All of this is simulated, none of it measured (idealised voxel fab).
process module | voxel ribs on slabs
cross-section cut | 225 nm wide | cells 5 nm
A cross-section is a grid of square cells, given in bands from the top down. A band is one or more rows of cells.
Each band's line starts with the height of the band's top and of its bottom, in nm. Then come its materials from left to right, each with its width in nm. One material with "throughout" fills the band from edge to edge. "air" is empty space.
Height 0 is the level under which the wafer as received is all one material. The lowest band goes on downwards, as in "0 down".
A width such as "30 to 40" changes by the same amount from each row of cells to the next, from the band's top row to its bottom row.
"no change" after a step means that no cell of the cross-section changed.
closed voids: empty space of 8 cells or more with no open way to the top, each as width x height at its distance from the left edge, in nm
after a step's settings: what the simulator itself notes on the step
overlay nm, on a step with a mask: how far to the right of its planned place the mask lay; to the left if negative
plan
1 op RECEIVE | material Si
2 op DIRECTIONAL_DEP | material SiO2 | thk nm 25
3 op DIRECTIONAL_DEP | material SiN | thk nm 15
4 op DIRECTIONAL_DEP | material aC | thk nm 15
5 op PATTERN | tone cover | mask id RIB | material resist | width nm 15 | thk nm 35 | overlay nm 0
6 op DIRECTIONAL_ETCH | etch materials aC | depth nm 15
7 op STRIP | etch materials resist
8 op DIRECTIONAL_ETCH | etch materials SiN | depth nm 10
9 op STRIP | etch materials aC
10 op MASKED_ETCH | tone cover | mask id SLAB | width nm 55 | etch materials SiN | depth nm 5 | overlay nm 0
11 op FILL_DEP | material SiO2 | thk nm 20
12 op CMP | height nm 55
13 op DIRECTIONAL_DEP | material TiN | thk nm 5
14 op PATTERN | tone cover | mask id HEATER | material resist | width nm 25 | thk nm 20 | overlay nm 0
15 op DIRECTIONAL_ETCH | etch materials TiN | depth nm 5
16 op STRIP | etch materials resist
17 op CONFORMAL_DEP | material SiN | thk nm 10
as received, after step 1
  0 down: Si throughout
  closed voids: none
first wafer at the end, as planned
  70 to 65: air 90 | SiN 45 | air 90
  65 to 60: SiN throughout
  60 to 55: SiN 100 | TiN 25 | SiN 100
  55 to 40: SiO2 throughout
  40 to 30: SiO2 105 | SiN 15 | SiO2 105
  30 to 25: SiO2 85 | SiN 55 | SiO2 85
  25 to 0: SiO2 throughout
  0 down: Si throughout
  closed voids: none
second wafer at the end: like start, like plan, one mistake
  70 to 65: air 90 | SiN 45 | air 90
  65 to 60: SiN throughout
  60 to 55: SiN 100 | TiN 25 | SiN 100
  55 to 40: SiO2 throughout
  40 to 30: SiO2 105 | SiN 15 | SiO2 105
  30 to 25: SiO2 90 | SiN 50 | SiO2 85
  25 to 0: SiO2 throughout
  0 down: Si throughout
  closed voids: none
what went wrong: step 10 ran as: op MASKED_ETCH | tone cover | mask id SLAB | width nm 50 | etch materials SiN | depth nm 5 | overlay nm 0
at the end the second wafer has, in cells: 1 fewer of SiN | 1 more of SiO2
